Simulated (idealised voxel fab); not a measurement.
Process module name: voxel transistor to metal
Xsec cut, 280 nm wide, square cell size 5 nm.
Cross-section = grid of square cells, listed top down in bands; band = one or more rows.
What a band's entry tells you: where the top is and where the bottom is, as heights in nm, and after that what lies inside, material by material from left to right, each with its width in nm. Empty space is written as the word "empty", and a single material marked with the word "throughout" occupies the band from edge to edge.
Measure heights from 0. That's the level where, below it, the as-received wafer is all one material. The lowest band is bottomless and extends downward; write it as in "top 0, no bottom".
The width entry "30->40" should be interpreted row by row: the top row of cells in the band takes the first number, the bottom row takes the second number, and the change between adjacent rows is uniform throughout.
You'll sometimes find "remained the same" written for a step, and that's the way of saying that nowhere in the cross-section did a cell change during that step.
Enclosed voids (no open way to top), threshold 8 cells or more, entry "Closed internal cavities", notation width x height at distance, distance from left edge, nm.
That trailing text on a step's line, after the settings, is the simulator's own remark on the step.
Steps that use a mask can have "overlay nm" on their line. It says how far the mask sat to the right of where it was meant to be. Negative means to the left.

The planned process steps are enumerated hereunder
1 RECEIVE [material Si]
2 OXIDIZE [depth nm 5]
3 CONFORMAL_DEP [material SiN] [thk nm 10]
4 PATTERN [tone cover] [mask id ACTIVE] [material resist] [width nm 105] [pitch nm 125] [thk nm 15] [overlay nm 0]
5 DIRECTIONAL_ETCH [etch materials SiN] [depth nm 10]
6 DIRECTIONAL_ETCH [etch materials SiO2] [depth nm 5]
7 DIRECTIONAL_ETCH [etch materials Si] [depth nm 30]
8 STRIP [etch materials resist]
9 OXIDIZE [depth nm 5]
10 FILL_DEP [material SiO2] [thk nm 15]
11 CMP [height nm 10]
12 SELECTIVE_ETCH [etch materials SiO2] [depth nm 5]
13 STRIP [etch materials SiN]
14 SELECTIVE_ETCH [etch materials SiO2] [depth nm 5]
15 OXIDIZE [depth nm 5]
16 DIRECTIONAL_DEP [material polySi] [thk nm 20]
17 DIRECTIONAL_DEP [material SiCN] [thk nm 15]
18 DIRECTIONAL_DEP [material aC] [thk nm 15]
19 PATTERN [tone cover] [mask id GATE] [material resist] [width nm 15] [pitch nm 125] [thk nm 30] [overlay nm 0]
20 DIRECTIONAL_ETCH [etch materials aC] [depth nm 15]
21 STRIP [etch materials resist]
22 DIRECTIONAL_ETCH [etch materials SiCN] [depth nm 25]
23 DIRECTIONAL_ETCH [etch materials polySi] [depth nm 30]
24 STRIP [etch materials aC]
25 CONFORMAL_DEP [material SiO2] [thk nm 5]
26 DIRECTIONAL_ETCH [etch materials SiO2] [depth nm 5]
27 CONFORMAL_DEP [material SiN] [thk nm 5]
28 DIRECTIONAL_ETCH [etch materials SiN] [depth nm 5]
29 DIRECTIONAL_ETCH [etch materials SiO2] [depth nm 5]
30 DIRECTIONAL_ETCH [etch materials Si] [depth nm 10]
31 EPI [material pSi] [thk nm 15]
32 FILL_DEP [material SiO2] [thk nm 5]
33 CMP [height nm 30]
34 DIRECTIONAL_DEP [material SiO2] [thk nm 10]
35 MASKED_ETCH [tone open] [mask id CONTACT] [width nm 35] [etch materials SiO2] [depth nm 45] [overlay nm 0]
36 CONFORMAL_DEP [material TiN] [thk nm 5]
37 FILL_DEP [material Ru] [thk nm 10]
38 CMP [height nm 40]
39 DIRECTIONAL_DEP [material TiN] [thk nm 5]
40 DIRECTIONAL_DEP [material W] [thk nm 20]
41 MASKED_ETCH [tone cover] [mask id METAL_1] [width nm 20] [etch materials W] [depth nm 20] [overlay nm 0]
42 MASKED_ETCH [tone cover] [mask id METAL_1] [width nm 20] [etch materials TiN] [depth nm 5] [overlay nm -15]
43 FILL_DEP [material lowk] [thk nm 5]
44 CMP [height nm 65]
45 CONFORMAL_DEP [material SiN] [thk nm 5]
Keep in mind the plan's value for the overlay nm of step 42 comes from the first wafer; the wafers don't share that setting, but they do share the same starting point.

Cross-section of the first incoming wafer of several, state after step 1
top 0, no bottom = Si throughout
Closed internal cavities: none

Below, a row for every wafer. Read it as the end-of-module picture: for each material the wafer shows its cells gained (+) or lost (-) since it was received, and then its closed voids
overlay nm -15 | +108 Ru | -268 Si | +18 SiCN | +88 SiN | +346 SiO2 | +120 TiN | +64 W | +188 lowk | +96 pSi | +24 polySi | Closed internal cavities: none
overlay nm -10 | +108 Ru | -268 Si | +18 SiCN | +88 SiN | +346 SiO2 | +116 TiN | +64 W | +192 lowk | +96 pSi | +24 polySi | Closed internal cavities: none
overlay nm -5 | +108 Ru | -268 Si | +18 SiCN | +88 SiN | +346 SiO2 | +112 TiN | +64 W | +196 lowk | +96 pSi | +24 polySi | Closed internal cavities: none
overlay nm 0 | +108 Ru | -268 Si | +18 SiCN | +88 SiN | +346 SiO2 | +108 TiN | +64 W | +200 lowk | +96 pSi | +24 polySi | Closed internal cavities: none
overlay nm 5 | +108 Ru | -268 Si | +18 SiCN | +88 SiN | +346 SiO2 | +112 TiN | +64 W | +196 lowk | +96 pSi | +24 polySi | Closed internal cavities: none
overlay nm 10 | +108 Ru | -268 Si | +18 SiCN | +88 SiN | +346 SiO2 | +116 TiN | +64 W | +192 lowk | +96 pSi | +24 polySi | Closed internal cavities: none
overlay nm 15 | +108 Ru | -268 Si | +18 SiCN | +88 SiN | +346 SiO2 | +120 TiN | +64 W | +188 lowk | +96 pSi | +24 polySi | Closed internal cavities: none
